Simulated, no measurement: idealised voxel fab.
process module | voxel capacitor over wiring
Xsec cut, 275 nm wide, square cell size 5 nm.
We lay out every cross-section as a grid of square cells and spell it out in bands from the top down, where one band means one or more rows of cells. In this notation a band is specified by the heights of its top and bottom, in that order and in nm, after which its materials appear from left to right, each paired with its width in nm. The word "throughout" attached to a single material means that material fills the band from edge to edge; the word "blank" stands for empty space. Beneath 0, the wafer as received is one material, and that level is where height counting begins. The lowest band goes on downward without a bottom; it is written like "0..down". A two-number width, for instance "30..40", indicates that the width is equal to the first number in the top row of the band and to the second number in the bottom row, and that it changes by a constant amount per row of cells. You'll sometimes find "no alterations made" written for a step, and that's the way of saying that nowhere in the cross-section did a cell change during that step. In the "Fully enclosed voids" entry, you get each enclosed empty space of 8 cells or more, one with no open way to the top, written width x height at distance, distance from the left edge, in nm. Note: text after step settings on the step line = simulator remark on that step. The "overlay nm" setting may appear on a step's line; for a step that uses a mask, it gives how far to the right of its planned position the mask lay, and a negative value indicates the left.

This section lists the process steps that were planned
| 1 | RECEIVE | material Si |
| 2 | CONFORMAL_DEP | material SiO2 | thk nm 10 |
| 3 | DIRECTIONAL_DEP | material TiN | thk nm 5 |
| 4 | DIRECTIONAL_DEP | material Ru | thk nm 20 |
| 5 | PATTERN | tone cover | mask id METAL_1 | material resist | width nm 20 | pitch nm 75 | thk nm 20 | overlay nm 0 |
| 6 | DIRECTIONAL_ETCH | etch materials Ru | depth nm 20 |
| 7 | DIRECTIONAL_ETCH | etch materials TiN | depth nm 5 |
| 8 | STRIP | etch materials resist |
| 9 | CONFORMAL_DEP | material SiN | thk nm 5 |
| 10 | FILL_DEP | material SiO2 | thk nm 5 |
| 11 | CMP | height nm 35 |
| 12 | CONFORMAL_DEP | material SiCN | thk nm 5 |
| 13 | DIRECTIONAL_DEP | material SiO2 | thk nm 15 |
| 14 | DIRECTIONAL_DEP | material aC | thk nm 15 |
| 15 | PATTERN | tone open | mask id PLUG_1 | material resist | width nm 15 | thk nm 30 | overlay nm 0 |
| 16 | DIRECTIONAL_ETCH | etch materials aC | depth nm 15 |
| 17 | STRIP | etch materials resist |
| 18 | DIRECTIONAL_ETCH | etch materials SiO2 | depth nm 15 |
| 19 | DIRECTIONAL_ETCH | etch materials SiCN | depth nm 5 |
| 20 | STRIP | etch materials aC |
| 21 | CONFORMAL_DEP | material TiN | thk nm 5 |
| 22 | FILL_DEP | material Ru | thk nm 5 |
| 23 | CMP | height nm 55 |
| 24 | DIRECTIONAL_DEP | material TiN | thk nm 5 |
| 25 | DIRECTIONAL_DEP | material Al2O3 | thk nm 5 |
| 26 | DIRECTIONAL_DEP | material TiN | thk nm 5 |
| 27 | MASKED_ETCH | tone cover | mask id UPPER_PLATE | width nm 60 | etch materials TiN | depth nm 5 | overlay nm 0 |
| 28 | MASKED_ETCH | tone cover | mask id UPPER_PLATE | width nm 60 | etch materials Al2O3 | depth nm 5 | overlay nm 0 |
| 29 | PATTERN | tone cover | mask id LOWER_PLATE | material resist | width nm 70 | thk nm 15 | overlay nm 0 |
| 30 | DIRECTIONAL_ETCH | etch materials TiN | depth nm 5 |
| 31 | STRIP | etch materials resist |
| 32 | FILL_DEP | material SiO2 | thk nm 15 |
| 33 | CMP | height nm 80 |
| 34 | PATTERN | tone open | mask id PLUG_2 | material resist | width nm 15 | thk nm 20 | overlay nm 0 |
| 35 | DIRECTIONAL_ETCH | etch materials SiO2 | depth nm 10 |
| 36 | STRIP | etch materials resist |
| 37 | CONFORMAL_DEP | material TiN | thk nm 5 |
| 38 | FILL_DEP | material Ru | thk nm 5 |
| 39 | CMP | height nm 80 |
| 40 | CONFORMAL_DEP | material SiCN | thk nm 5 |

Cross-section of the incoming wafer, state after step 1
- 0..down = Si throughout
- Fully enclosed voids: none

Module complete - cross-section of the first of two wafers, run according to plan
- 85..80 = SiCN throughout
- 80..75 = 105 of SiO2  5 of TiN  5 of Ru  5 of TiN  155 of SiO2
- 75..65 = 105..95 of SiO2  15..60 of TiN  155..120 of SiO2
- 65..60 = 95 of SiO2  60 of Al2O3  120 of SiO2
- 60..55 = 90 of SiO2  70 of TiN  115 of SiO2
- 55..40 = 95 of SiO2  5 of TiN  5 of Ru  5 of TiN  165 of SiO2
- 40..35 = 95 of SiCN  15 of TiN  165 of SiCN
- 35..15 = 85 of SiO2  5 of SiN  20 of Ru  5 of SiN  45 of SiO2  5 of SiN  20 of Ru  5 of SiN  85 of SiO2
- 15..10 = 90 of SiN  20 of TiN  55 of SiN  20 of TiN  90 of SiN
- 10..0 = SiO2 throughout
- 0..down = Si throughout
- Fully enclosed voids: none

Cross-section of the latter of the two wafers at module completion. It had an identical start and an identical plan to the former; in running it, one mistake was made
- 95..80 = SiCN throughout
- 80..75 = 105 of SiO2  5 of TiN  5 of Ru  5 of TiN  155 of SiO2
- 75..65 = 105..95 of SiO2  15..60 of TiN  155..120 of SiO2
- 65..60 = 95 of SiO2  60 of Al2O3  120 of SiO2
- 60..55 = 90 of SiO2  70 of TiN  115 of SiO2
- 55..40 = 95 of SiO2  5 of TiN  5 of Ru  5 of TiN  165 of SiO2
- 40..35 = 95 of SiCN  15 of TiN  165 of SiCN
- 35..15 = 85 of SiO2  5 of SiN  20 of Ru  5 of SiN  45 of SiO2  5 of SiN  20 of Ru  5 of SiN  85 of SiO2
- 15..10 = 90 of SiN  20 of TiN  55 of SiN  20 of TiN  90 of SiN
- 10..0 = SiO2 throughout
- 0..down = Si throughout
- Fully enclosed voids: none
What went wrong in running the wafer? step 40, actual vs plan mismatch, actual run CONFORMAL_DEP | material SiCN | thk nm 15
Final comparison by cell count, materials where the second wafer has more or fewer than the first: SiCN: 110 more
